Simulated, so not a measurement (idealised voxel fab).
A process module follows: voxel fin reveal.
255 nm wide, 5 nm square cells: that's cross-section cut.
If you're reading a cross-section in this doc, picture square cells in a grid; it comes to you as bands, top ones listed first down to the bottom, and a band can be one or more rows of cells.
Heights first: top, then bottom, in nm. Then materials, left to right, each with a width in nm. "throughout" on a single material: fills the band edge to edge. "empty": empty space.
Height is counted from the level 0, under which the received wafer is composed throughout of one material. The lowest of the bands is not closed at the bottom but continues downward, in the notation "0 -> down".
Width "30 to 40": first value at the band's top row of cells, second value at its bottom row, equal change from row to row.
Any step labelled "remained unchanged" changed none of the cells in the cross-section.
Basically, "Non-vented voids" tells you about the enclosed voids: empty spaces with no open way to the top, 8 cells or bigger, each written width x height at distance, where distance is from the left edge, all in nm.
Where a step's line continues beyond its settings, the continuation is a remark by the simulator itself on that step.
You can add "overlay nm" to a step's line. For a step with a mask, it describes how far the mask lay to the right of its planned position, and a negative number describes a lay to the left.

# The process steps that were planned are listed below
1. RECEIVE with material Si
2. CONFORMAL_DEP with material SiN, thk nm 10
3. MASKED_ETCH with tone cover, mask id FINS, width nm 15, pitch nm 35, etch materials SiN, depth nm 10, overlay nm 0
4. MASKED_ETCH with tone cover, mask id FINS, width nm 15, pitch nm 35, etch materials Si, depth nm 35, overlay nm 0
5. FILL_DEP with material SiO2, thk nm 15
6. CMP with height nm 10
7. SELECTIVE_ETCH with etch materials SiO2, depth nm 20
8. STRIP with etch materials SiN

# What follows covers the first of two wafers; it ran as planned

# As-received wafer cross-section (after step 1)
0 -> down | Si throughout
Non-vented voids: none

# after step 2
10 -> 0 | SiN throughout
At heights below 0, the structure remains unaltered.

# after step 3
10 -> 0 | empty 65 nm; SiN 15 nm; empty 20 nm; SiN 15 nm; empty 20 nm; SiN 15 nm; empty 20 nm; SiN 15 nm; empty 70 nm
At heights below 0, the structure remains unaltered.

# after step 4
10 -> 0 | empty 65 nm; SiN 15 nm; empty 20 nm; SiN 15 nm; empty 20 nm; SiN 15 nm; empty 20 nm; SiN 15 nm; empty 70 nm
0 -> -35 | empty 65 nm; Si 15 nm; empty 20 nm; Si 15 nm; empty 20 nm; Si 15 nm; empty 20 nm; Si 15 nm; empty 70 nm
At heights below -35, the structure remains unaltered.

# after step 5
25 -> 10 | SiO2 throughout
10 -> 0 | SiO2 65 nm; SiN 15 nm; SiO2 20 nm; SiN 15 nm; SiO2 20 nm; SiN 15 nm; SiO2 20 nm; SiN 15 nm; SiO2 70 nm
0 -> -35 | SiO2 65 nm; Si 15 nm; SiO2 20 nm; Si 15 nm; SiO2 20 nm; Si 15 nm; SiO2 20 nm; Si 15 nm; SiO2 70 nm
At heights below -35, the structure remains unaltered.

# after step 6
10 -> 0 | SiO2 65 nm; SiN 15 nm; SiO2 20 nm; SiN 15 nm; SiO2 20 nm; SiN 15 nm; SiO2 20 nm; SiN 15 nm; SiO2 70 nm
At heights below 0, the structure remains unaltered.

# after step 7
10 -> 0 | empty 65 nm; SiN 15 nm; empty 20 nm; SiN 15 nm; empty 20 nm; SiN 15 nm; empty 20 nm; SiN 15 nm; empty 70 nm
0 -> -10 | empty 65 nm; Si 15 nm; empty 20 nm; Si 15 nm; empty 20 nm; Si 15 nm; empty 20 nm; Si 15 nm; empty 70 nm
At heights below -10, the structure remains unaltered.

# after step 8
0 -> -10 | empty 65 nm; Si 15 nm; empty 20 nm; Si 15 nm; empty 20 nm; Si 15 nm; empty 20 nm; Si 15 nm; empty 70 nm
At heights below -10, the structure remains unaltered.

# Companion wafer, the second of two: same beginning, same intended sequence, one mistake in carrying it out; through step 6 inclusive it tracks the first exactly

# Cross-sectional view of the second wafer at the intended end time of process step 7
10 -> 0 | SiO2 65 nm; empty 15 nm; SiO2 20 nm; empty 15 nm; SiO2 20 nm; empty 15 nm; SiO2 20 nm; empty 15 nm; SiO2 70 nm
At heights below 0, the structure remains unaltered.

# Cross-sectional view of the second wafer at the intended end time of process step 8
0 -> -10 | empty 65 nm; Si 15 nm; empty 20 nm; Si 15 nm; empty 20 nm; Si 15 nm; empty 20 nm; Si 15 nm; empty 70 nm
-10 -> -20 | SiO2 45 nm; empty 20 nm; Si 15 nm; empty 20 nm; Si 15 nm; empty 20 nm; Si 15 nm; empty 20 nm; Si 15 nm; empty 20 nm; SiO2 50 nm
At heights below -20, the structure remains unaltered.
The mistake made against the process plan was this: contrary to the plan, steps 7 and 8 were processed in exchanged order
Wafer comparison, final, in cells, second relative to first, materials more or fewer: SiO2 -40
